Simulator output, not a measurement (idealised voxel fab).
process module | voxel wiring stack
cross-section cut | 260 nm wide | cells 5 nm
A cross-section is a grid of square cells, given in bands from the top down. A band is one or more rows of cells.
Each band's line starts with the height of the band's top and of its bottom, in nm. Then come its materials from left to right, each with its width in nm. One material with "throughout" fills the band from edge to edge. "air" is empty space.
Height 0 is the level under which the wafer as received is all one material. The lowest band goes on downwards, as in "0 down".
A width such as "30 to 40" changes by the same amount from each row of cells to the next, from the band's top row to its bottom row.
"no change" after a step means that no cell of the cross-section changed.
closed voids: empty space of 8 cells or more with no open way to the top, each as width x height at its distance from the left edge, in nm
after a step's settings: what the simulator itself notes on the step
overlay nm, on a step with a mask: how far to the right of its planned place the mask lay; to the left if negative
plan
1 op RECEIVE | material Si
2 op CONFORMAL_DEP | material SiO2 | thk nm 10
3 op CONFORMAL_DEP | material SiCN | thk nm 5
4 op DIRECTIONAL_DEP | material SiO2 | thk nm 25
5 op MASKED_ETCH | tone open | mask id METAL_1 | width nm 30 | pitch nm 55 | etch materials SiO2 | depth nm 25 | overlay nm 0
6 op MASKED_ETCH | tone open | mask id METAL_1 | width nm 30 | pitch nm 55 | etch materials SiCN | depth nm 5 | overlay nm 0
7 op CONFORMAL_DEP | material TiN | thk nm 5
8 op FILL_DEP | material Cu | thk nm 5
9 op CMP | height nm 40
10 op CONFORMAL_DEP | material SiCN | thk nm 5
11 op DIRECTIONAL_DEP | material SiO2 | thk nm 35
12 op PATTERN | tone open | mask id METAL_2_HOLES | material resist | width nm 15 | pitch nm 55 | thk nm 15 | overlay nm 0
13 op DIRECTIONAL_ETCH | etch materials SiO2 | depth nm 35
14 op STRIP | etch materials resist
15 op PATTERN | tone open | mask id METAL_2 | material resist | width nm 30 | pitch nm 55 | thk nm 20 | overlay nm 0
16 op DIRECTIONAL_ETCH | etch materials SiO2 | depth nm 20
17 op DIRECTIONAL_ETCH | etch materials SiCN | depth nm 5
18 op STRIP | etch materials resist
19 op CONFORMAL_DEP | material TiN | thk nm 5
20 op FILL_DEP | material Ru | thk nm 5
21 op CMP | height nm 80
22 op CONFORMAL_DEP | material SiCN | thk nm 5
23 op DIRECTIONAL_DEP | material SiO2 | thk nm 25
24 op PATTERN | tone open | mask id METAL_3 | material resist | width nm 30 | pitch nm 55 | thk nm 15 | overlay nm 0
25 op DIRECTIONAL_ETCH | etch materials SiO2 | depth nm 15
26 op STRIP | etch materials resist
27 op PATTERN | tone open | mask id METAL_3_HOLES | material resist | width nm 15 | pitch nm 55 | thk nm 20 | overlay nm 0
28 op DIRECTIONAL_ETCH | etch materials SiO2 | depth nm 10
29 op DIRECTIONAL_ETCH | etch materials SiCN | depth nm 5
30 op STRIP | etch materials resist
31 op CONFORMAL_DEP | material TiN | thk nm 5
32 op FILL_DEP | material Ru | thk nm 5
33 op CMP | height nm 110
34 op CONFORMAL_DEP | material SiCN | thk nm 5
as received, after step 1
  0 down: Si throughout
  closed voids: none
a wafer at the end: this start, this plan, one mistake
  115 to 110: SiCN throughout
  110 to 100: SiO2 30 | TiN 5 | Ru 20 | TiN 5 | SiO2 25 | TiN 5 | Ru 20 | TiN 5 | SiO2 25 | TiN 5 | Ru 20 | TiN 5 | SiO2 25 | TiN 5 | Ru 20 | TiN 5 | SiO2 35
  100 to 95: SiO2 30 | TiN 5 | Ru 5 | TiN 20 | SiO2 25 | TiN 5 | Ru 5 | TiN 20 | SiO2 25 | TiN 5 | Ru 5 | TiN 20 | SiO2 25 | TiN 5 | Ru 5 | TiN 20 | SiO2 35
  95 to 85: SiO2 30 | TiN 5 | Ru 5 | TiN 5 | SiO2 40 | TiN 5 | Ru 5 | TiN 5 | SiO2 40 | TiN 5 | Ru 5 | TiN 5 | SiO2 40 | TiN 5 | Ru 5 | TiN 5 | SiO2 50
  85 to 80: SiCN 30 | TiN 15 | SiCN 40 | TiN 15 | SiCN 40 | TiN 15 | SiCN 40 | TiN 15 | SiCN 50
  80 to 65: SiO2 30 | TiN 5 | Ru 20 | TiN 5 | SiO2 25 | TiN 5 | Ru 20 | TiN 5 | SiO2 25 | TiN 5 | Ru 20 | TiN 5 | SiO2 25 | TiN 5 | Ru 20 | TiN 5 | SiO2 35
  65 to 60: SiO2 30 | TiN 5 | Ru 5 | TiN 20 | SiO2 25 | TiN 5 | Ru 5 | TiN 20 | SiO2 25 | TiN 5 | Ru 5 | TiN 20 | SiO2 25 | TiN 5 | Ru 5 | TiN 20 | SiO2 35
  60 to 45: SiO2 30 | TiN 5 | Ru 5 | TiN 5 | SiO2 40 | TiN 5 | Ru 5 | TiN 5 | SiO2 40 | TiN 5 | Ru 5 | TiN 5 | SiO2 40 | TiN 5 | Ru 5 | TiN 5 | SiO2 50
  45 to 40: SiCN 30 | TiN 15 | SiCN 40 | TiN 15 | SiCN 40 | TiN 15 | SiCN 40 | TiN 15 | SiCN 50
  40 to 20: SiO2 40 | TiN 5 | Cu 20 | TiN 5 | SiO2 25 | TiN 5 | Cu 20 | TiN 5 | SiO2 25 | TiN 5 | Cu 20 | TiN 5 | SiO2 25 | TiN 5 | Cu 20 | TiN 5 | SiO2 25
  20 to 15: SiO2 40 | TiN 5 | Cu 10 | TiN 15 | SiO2 25 | TiN 5 | Cu 10 | TiN 15 | SiO2 25 | TiN 5 | Cu 10 | TiN 15 | SiO2 25 | TiN 5 | Cu 10 | TiN 15 | SiO2 25
  15 to 10: SiCN 40 | TiN 20 | SiCN 35 | TiN 20 | SiCN 35 | TiN 20 | SiCN 35 | TiN 20 | SiCN 35
  10 to 0: SiO2 throughout
  0 down: Si throughout
  closed voids: none
what went wrong: step 5 ran as: op MASKED_ETCH | tone open | mask id METAL_1 | width nm 30 | pitch nm 55 | etch materials SiO2 | depth nm 25 | overlay nm 10
